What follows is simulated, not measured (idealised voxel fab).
process module | voxel gate over fins
cross-section cut | 295 nm wide | cells 5 nm
A cross-section is a grid of square cells, given in bands from the top down. A band is one or more rows of cells.
Each band's line starts with the height of the band's top and of its bottom, in nm. Then come its materials from left to right, each with its width in nm. One material with "throughout" fills the band from edge to edge. "air" is empty space.
Height 0 is the level under which the wafer as received is all one material. The lowest band goes on downwards, as in "0 down".
A width such as "30 to 40" changes by the same amount from each row of cells to the next, from the band's top row to its bottom row.
"no change" after a step means that no cell of the cross-section changed.
closed voids: empty space of 8 cells or more with no open way to the top, each as width x height at its distance from the left edge, in nm
after a step's settings: what the simulator itself notes on the step
overlay nm, on a step with a mask: how far to the right of its planned place the mask lay; to the left if negative
plan
1 op RECEIVE | material Si
2 op CONFORMAL_DEP | material SiN | thk nm 10
3 op MASKED_ETCH | tone cover | mask id FINS | width nm 15 | pitch nm 55 | etch materials SiN | depth nm 10 | overlay nm 0
4 op MASKED_ETCH | tone cover | mask id FINS | width nm 15 | pitch nm 55 | etch materials Si | depth nm 35 | overlay nm 0
5 op FILL_DEP | material SiO2 | thk nm 10
6 op CMP | height nm 10
7 op PATTERN | tone open | mask id RAIL | material resist | width nm 15 | thk nm 15 | overlay nm 0
8 op DIRECTIONAL_ETCH | etch materials SiO2 | depth nm 40
9 op STRIP | etch materials resist
10 op CONFORMAL_DEP | material TiN | thk nm 5
11 op FILL_DEP | material Ru | thk nm 5
12 op CMP | height nm 10
13 op SELECTIVE_ETCH | etch materials W Ru TiN | depth nm 30
14 op FILL_DEP | material SiO2 | thk nm 5
15 op CMP | height nm 10
16 op SELECTIVE_ETCH | etch materials SiO2 | depth nm 25
17 op STRIP | etch materials SiN
18 op CONFORMAL_DEP | material HfO2 | thk nm 5
19 op CONFORMAL_DEP | material TiN | thk nm 5
20 op FILL_DEP | material W | thk nm 10
21 op CMP | height nm 15
22 op CONFORMAL_DEP | material SiCN | thk nm 10
as received, after step 1
  0 down: Si throughout
  closed voids: none
first wafer at the end, as planned
  25 to 15: SiCN throughout
  15 to 10: W throughout
  10 to 5: W 100 | TiN 35 | W 20 | TiN 35 | W 105
  5 to 0: W 100 | TiN 5 | HfO2 25 | TiN 5 | W 20 | TiN 5 | HfO2 25 | TiN 5 | W 105
  0 to -5: W 100 | TiN 5 | HfO2 5 | Si 15 | HfO2 5 | TiN 5 | W 20 | TiN 5 | HfO2 5 | Si 15 | HfO2 5 | TiN 5 | W 105
  -5 to -10: TiN 105 | HfO2 5 | Si 15 | HfO2 5 | TiN 30 | HfO2 5 | Si 15 | HfO2 5 | TiN 110
  -10 to -15: HfO2 110 | Si 15 | HfO2 40 | Si 15 | HfO2 115
  -15 to -20: SiO2 110 | Si 15 | SiO2 40 | Si 15 | SiO2 115
  -20 to -25: SiO2 110 | Si 15 | SiO2 10 | TiN 5 | Ru 5 | TiN 5 | SiO2 15 | Si 15 | SiO2 115
  -25 to -30: SiO2 110 | Si 15 | SiO2 10 | TiN 15 | SiO2 15 | Si 15 | SiO2 115
  -30 to -35: SiO2 110 | Si 15 | SiO2 40 | Si 15 | SiO2 115
  -35 down: Si throughout
  closed voids: none
second wafer at the end: like start, like plan, one mistake
  25 to 15: SiCN throughout
  15 to 5: W throughout
  5 to 0: W 105 | TiN 25 | W 30 | TiN 25 | W 110
  0 to -10: W 105 | TiN 5 | Si 15 | TiN 5 | W 30 | TiN 5 | Si 15 | TiN 5 | W 110
  -10 to -15: TiN 110 | Si 15 | TiN 40 | Si 15 | TiN 115
  -15 to -20: SiO2 110 | Si 15 | SiO2 40 | Si 15 | SiO2 115
  -20 to -25: SiO2 110 | Si 15 | SiO2 10 | TiN 5 | Ru 5 | TiN 5 | SiO2 15 | Si 15 | SiO2 115
  -25 to -30: SiO2 110 | Si 15 | SiO2 10 | TiN 15 | SiO2 15 | Si 15 | SiO2 115
  -30 to -35: SiO2 110 | Si 15 | SiO2 40 | Si 15 | SiO2 115
  -35 down: Si throughout
  closed voids: none
what went wrong: step 18 was left out
at the end the second wafer has, in cells: 71 fewer of HfO2 | 71 more of W
